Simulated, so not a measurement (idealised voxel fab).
Title: Process Module voxel wiring stack
cross-section cut | 170 nm wide | cells 5 nm
Each cross-section below is a grid of square cells, stated as bands in top-down order, with one or more rows of cells making up each band.
What a band's entry tells you: where the top is and where the bottom is, as heights in nm, and after that what lies inside, material by material from left to right, each with its width in nm. Empty space is written as the word "empty", and a single material marked with the word "full width" occupies the band from edge to edge.
Ref level 0: as-received wafer is one material below here. Bottom band extends down with no lower bound ("top 0, no bottom").
It should be noted that a width expressed as "30..40" varies in equal increments from row to row of cells within the band, taking the value of the first number at the top row and that of the second number at the bottom row.
"remained unchanged" for a step: no cell of the cross-section changed in that step.
Empty spaces without an open route to the top, at least 8 cells in extent, make up the entry "Closed-off voids"; each is given as width x height at distance, where the distance is measured from the left edge, and all are in nm.
Where a step's line continues beyond its settings, the continuation is a remark by the simulator itself on that step.
Each step line may optionally specify "overlay nm", which for a step with a mask gives the rightward distance between the mask's planned place and where it lay, a negative value indicating the leftward direction.

Steps in the process plan
1,RECEIVE [material Si]
2,CONFORMAL_DEP [material SiO2] [thk nm 15]
3,DIRECTIONAL_DEP [material TiN] [thk nm 5]
4,DIRECTIONAL_DEP [material Ru] [thk nm 15]
5,PATTERN [tone cover] [mask id METAL_1] [material resist] [width nm 25] [pitch nm 40] [thk nm 15] [overlay nm 0]
6,DIRECTIONAL_ETCH [etch materials Ru] [depth nm 15]
7,DIRECTIONAL_ETCH [etch materials TiN] [depth nm 5]
8,STRIP [etch materials resist]
9,CONFORMAL_DEP [material SiCN] [thk nm 5]
10,FILL_DEP [material lowk] [thk nm 10]
11,CMP [height nm 35]
12,CONFORMAL_DEP [material SiCN] [thk nm 5]
13,DIRECTIONAL_DEP [material lowk] [thk nm 10]
14,PATTERN [tone open] [mask id PLUG_1] [material resist] [width nm 15] [thk nm 20] [overlay nm 0]
15,DIRECTIONAL_ETCH [etch materials lowk] [depth nm 10]
16,DIRECTIONAL_ETCH [etch materials SiCN] [depth nm 5]
17,STRIP [etch materials resist]
18,CONFORMAL_DEP [material TiN] [thk nm 5]
19,FILL_DEP [material W] [thk nm 10]
20,CMP [height nm 50]
21,DIRECTIONAL_DEP [material TiN] [thk nm 5]
22,DIRECTIONAL_DEP [material Ru] [thk nm 25]
23,DIRECTIONAL_DEP [material aC] [thk nm 15]
24,PATTERN [tone cover] [mask id METAL_2] [material resist] [width nm 25] [pitch nm 40] [thk nm 30] [overlay nm 0]
25,DIRECTIONAL_ETCH [etch materials aC] [depth nm 15]
26,STRIP [etch materials resist]
27,DIRECTIONAL_ETCH [etch materials Ru] [depth nm 25]
28,DIRECTIONAL_ETCH [etch materials TiN] [depth nm 5]
29,STRIP [etch materials aC]
30,FILL_DEP [material lowk] [thk nm 5]
31,CMP [height nm 80]
32,CONFORMAL_DEP [material SiCN] [thk nm 5]
33,DIRECTIONAL_DEP [material SiO2] [thk nm 25]
34,PATTERN [tone open] [mask id METAL_3_HOLES] [material resist] [width nm 15] [thk nm 15] [overlay nm 0]
35,DIRECTIONAL_ETCH [etch materials SiO2] [depth nm 25]
36,STRIP [etch materials resist]
37,PATTERN [tone open] [mask id METAL_3] [material resist] [width nm 15] [pitch nm 40] [thk nm 15] [overlay nm 0]
38,DIRECTIONAL_ETCH [etch materials SiO2] [depth nm 15]
39,DIRECTIONAL_ETCH [etch materials SiCN] [depth nm 5]
40,STRIP [etch materials resist]
41,CONFORMAL_DEP [material TiN] [thk nm 5]
42,FILL_DEP [material Cu] [thk nm 10]
43,CMP [height nm 110]
44,CONFORMAL_DEP [material SiN] [thk nm 5]
The plan's step 37 width nm is the first wafer's value; the wafers differ in this setting and start identical.

First of several wafers, received after step 1, in cross-section
* top 0, no bottom | Si full width
* Closed-off voids: none

For your reference, the table is organized with a row per wafer; each row reflects the wafer at the end of the module, indicating for each material the cells gained (+) or lost (-) since receipt, and thereafter its closed voids
width nm 15 | +8 Cu | +80 Ru | +99 SiCN | +34 SiN | +245 SiO2 | +48 TiN | +2 W | +266 lowk | Closed-off voids: none
width nm 20 | +12 Cu | +80 Ru | +99 SiCN | +34 SiN | +239 SiO2 | +50 TiN | +2 W | +266 lowk | Closed-off voids: none
width nm 25 | +15 Cu | +80 Ru | +98 SiCN | +34 SiN | +236 SiO2 | +51 TiN | +2 W | +266 lowk | Closed-off voids: none
